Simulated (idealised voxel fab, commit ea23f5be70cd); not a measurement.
process module | voxel plated lines
cross-section cut | 240 nm wide | cells 5 nm
A cross-section is a grid of square cells, given in bands from the top down. A band is one or more rows of cells.
Each band's line starts with the height of the band's top and of its bottom, in nm. Then come its materials from left to right, each with its width in nm. One material with "throughout" fills the band from edge to edge. "air" is empty space.
Height 0 is the level under which the wafer as received is all one material. The lowest band goes on downwards, as in "0 down".
A width such as "30 to 40" changes by the same amount from each row of cells to the next, from the band's top row to its bottom row.
"no change" after a step means that no cell of the cross-section changed.
closed voids: empty space of 8 cells or more with no open way to the top, each as width x height at its distance from the left edge, in nm
after a step's settings: what the simulator itself notes on the step
overlay nm, on a step with a mask: how far to the right of its planned place the mask lay; to the left if negative
plan
1 op RECEIVE | material Si
2 op CONFORMAL_DEP | material SiO2 | thk nm 5
3 op DIRECTIONAL_DEP | material TiN | thk nm 5
4 op PATTERN | tone open | mask id LINES | material resist | width nm 30 | pitch nm 45 | thk nm 35 | overlay nm 0
5 op EPI | material Ru | thk nm 10
6 op EPI | material Ru | thk nm 10
7 op EPI | material Ru | thk nm 10
8 op STRIP | etch materials resist
9 op DIRECTIONAL_ETCH | etch materials TiN | depth nm 5
10 op CONFORMAL_DEP | material SiCN | thk nm 5
as received, after step 1
  0 down: Si throughout
  closed voids: none
a wafer at the end: this start, this plan, one mistake
  45 to 40: SiCN throughout
  40 to 10: Ru throughout
  10 to 5: TiN throughout
  5 to 0: SiO2 throughout
  0 down: Si throughout
  closed voids: none
what went wrong: step 4 was left out
